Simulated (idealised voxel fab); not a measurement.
Documented hereafter: the process module known as voxel local oxidation.
Pictured: cross-section cut, 145 nm wide, on a grid of 5 nm square cells.
A cross-section is a grid of square cells, given in bands from the top down. A band is one or more rows of cells.
A band entry consists of two parts. The first gives the height of the band's top and the height of its bottom, in nm. The rest lists the band's materials from left to right, each with its width in nm. A single material labelled with the word "full width" fills the band from edge to edge, and the word "blank" marks empty space.
Ref level 0: as-received wafer is one material below here. Bottom band extends down with no lower bound ("0..down").
Per-row width for "30..40": begins at first number (top row of band), ends at second number (bottom row), increment between rows held constant.
Key: "everything unchanged" - step with no changed cell in the cross-section.
In the "Sealed internal cavities" entry, you get each enclosed empty space of 8 cells or more, one with no open way to the top, written width x height at distance, distance from the left edge, in nm.
What comes after the settings on a step's line is commentary from the simulator itself on that step.
overlay nm: where the mask lay relative to plan, measured to the right, on steps with a mask; negatives go left.

This section lists the process steps that were planned
1. op RECEIVE | material Si
2. op CONFORMAL_DEP | material SiO2 | thk nm 5
3. op CONFORMAL_DEP | material SiN | thk nm 10
4. op PATTERN | tone cover | mask id ACTIVE | material resist | width nm 100 | thk nm 20 | overlay nm 0
5. op DIRECTIONAL_ETCH | etch materials SiN | depth nm 10
6. op STRIP | etch materials resist
7. op SELECTIVE_ETCH | etch materials SiO2 | depth nm 5
8. op OXIDIZE | depth nm 15
9. op STRIP | etch materials SiN

Wafer, first of two, run as planned

Received-state cross-section, reflecting completion of step 1
- 0..down: Si full width
- Sealed internal cavities: none

Step 2 done - wafer cross-section
- 5..0: SiO2 full width
- At heights below 0, the structure remains unaltered.

Step 3 done - wafer cross-section
- 15..5: SiN full width
- At heights below 5, the structure remains unaltered.

Step 4 done - wafer cross-section
- 35..15: 20 blank  100 resist  25 blank
- At heights below 15, the structure remains unaltered.

Step 5 done - wafer cross-section
- 35..15: 20 blank  100 resist  25 blank
- 15..5: 20 blank  100 SiN  25 blank
- At heights below 5, the structure remains unaltered.

Step 6 done - wafer cross-section
- 15..5: 20 blank  100 SiN  25 blank
- At heights below 5, the structure remains unaltered.

Step 7 done - wafer cross-section
- 15..5: 20 blank  100 SiN  25 blank
- 5..0: 25 blank  90 SiO2  30 blank
- At heights below 0, the structure remains unaltered.

Step 8 done - wafer cross-section
- 15..5: 20 blank  100 SiN  25 blank
- 5..0: 25 blank  90 SiO2  30 blank
- 0..-15: 40 SiO2  60 Si  45 SiO2
- At heights below -15, the structure remains unaltered.

Step 9 done - wafer cross-section
- 5..0: 25 blank  90 SiO2  30 blank
- At heights below 0, the structure remains unaltered.

Here the second wafer is described. Its start and its plan were those of the first wafer. Its run contained one mistake. Up to and including step 3, it did exactly what the first wafer did

Second wafer: cross-section at the scheduled end of step 4
- 35..15: 15 blank  110 resist  20 blank
- At heights below 15, the structure remains unaltered.

Second wafer: cross-section at the scheduled end of step 5
- 35..15: 15 blank  110 resist  20 blank
- 15..5: 15 blank  110 SiN  20 blank
- At heights below 5, the structure remains unaltered.

Second wafer: cross-section at the scheduled end of step 6
- 15..5: 15 blank  110 SiN  20 blank
- At heights below 5, the structure remains unaltered.

Second wafer: cross-section at the scheduled end of step 7
- 15..5: 15 blank  110 SiN  20 blank
- 5..0: 20 blank  100 SiO2  25 blank
- At heights below 0, the structure remains unaltered.

Second wafer: cross-section at the scheduled end of step 8
- 15..5: 15 blank  110 SiN  20 blank
- 5..0: 20 blank  100 SiO2  25 blank
- 0..-15: 35 SiO2  70 Si  40 SiO2
- At heights below -15, the structure remains unaltered.

Second wafer: cross-section at the scheduled end of step 9
- 5..0: 20 blank  100 SiO2  25 blank
- At heights below 0, the structure remains unaltered.
So what did we get wrong on this run? step 4 was run on a setting that differed from the plan, and what really ran there is op PATTERN | tone cover | mask id ACTIVE | material resist | width nm 110 | thk nm 20 | overlay nm 0
Once processing is complete, comparing cell counts shows that the second wafer has more or fewer of certain materials than the first: Si +6, SiO2 -4
